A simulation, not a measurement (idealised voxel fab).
Process module under the name voxel ribs on slabs
This is section cut - it's 170 nm across, gridded in 5 nm square cells.
Format of a cross-section: grid, square cells. Given as bands. Order: top down. Band: one or more rows of cells. Each band's line starts with the height of the band's top and of its bottom, in nm. Then come its materials from left to right, each with its width in nm. One material with "full width" fills the band from edge to edge. "empty" is empty space. Heights are measured from 0, the level below which the as-received wafer is all one material; the lowest band has no bottom and continues downward, written as in "z 0 and below". So if you see something like "30 to 40" for the width, read it as the top row of the band sitting at the first number and the bottom row at the second, with every row in between moving by the same amount as the last. When a step is marked "changes: none", none of the cells in the cross-section changed during that step. Under "Fully sealed cavities" you'll find the enclosed gaps, the ones with no way out to the top, that are 8 cells or bigger; each reads width x height at distance, with distance counted from the left edge, everything in nm. Formally, on a step line, whatever follows the settings is a remark that the simulator itself makes on the step. The line of a step may include "overlay nm". On a step with a mask, this value is how far to the right of its planned place the mask lay. A negative value means the mask lay to the left.
-- So here's the lineup of process steps we planned
1 op RECEIVE | material Si
2 op DIRECTIONAL_DEP | material SiO2 | thk nm 30
3 op DIRECTIONAL_DEP | material SiN | thk nm 15
4 op PATTERN | tone cover | mask id RIB | material resist | width nm 20 | thk nm 15 | overlay nm 0
5 op DIRECTIONAL_ETCH | etch materials SiN | depth nm 10
6 op STRIP | etch materials resist
7 op DIRECTIONAL_DEP | material aC | thk nm 15
8 op PATTERN | tone cover | mask id SLAB | material resist | width nm 70 | thk nm 35 | overlay nm 0
9 op DIRECTIONAL_ETCH | etch materials aC | depth nm 15
10 op STRIP | etch materials resist
11 op DIRECTIONAL_ETCH | etch materials SiN | depth nm 5
12 op STRIP | etch materials aC
13 op FILL_DEP | material SiO2 | thk nm 20
14 op CMP | height nm 55
15 op DIRECTIONAL_DEP | material W | thk nm 10
16 op DIRECTIONAL_DEP | material aC | thk nm 10
17 op PATTERN | tone cover | mask id HEATER | material resist | width nm 30 | thk nm 25 | overlay nm 0
18 op DIRECTIONAL_ETCH | etch materials aC | depth nm 10
19 op STRIP | etch materials resist
20 op DIRECTIONAL_ETCH | etch materials W | depth nm 10
21 op STRIP | etch materials aC
22 op CONFORMAL_DEP | material SiN | thk nm 5
-- Cross-section of the wafer at receipt, which is the condition after step 1
	z 0 and below  Si full width
	Fully sealed cavities: none
-- End-of-module cross-section. Starting structure and process plan as above; one mistake made in running it
	z 70 to 65  empty: 65, SiN: 40, empty: 65
	z 65 to 60  empty: 65, SiN: 5, W: 30, SiN: 5, empty: 65
	z 60 to 55  SiN: 70, W: 30, SiN: 70
	z 55 to 45  SiO2 full width
	z 45 to 35  SiO2: 85, SiN: 20, SiO2: 65
	z 35 to 30  SiO2: 50, SiN: 70, SiO2: 50
	z 30 to 0  SiO2 full width
	z 0 and below  Si full width
	Fully sealed cavities: none
Heads up, the wafer didn't run the way we planned it: so step 4 ended up running with a different setting than we planned, it ran as op PATTERN | tone cover | mask id RIB | material resist | width nm 20 | thk nm 15 | overlay nm 10
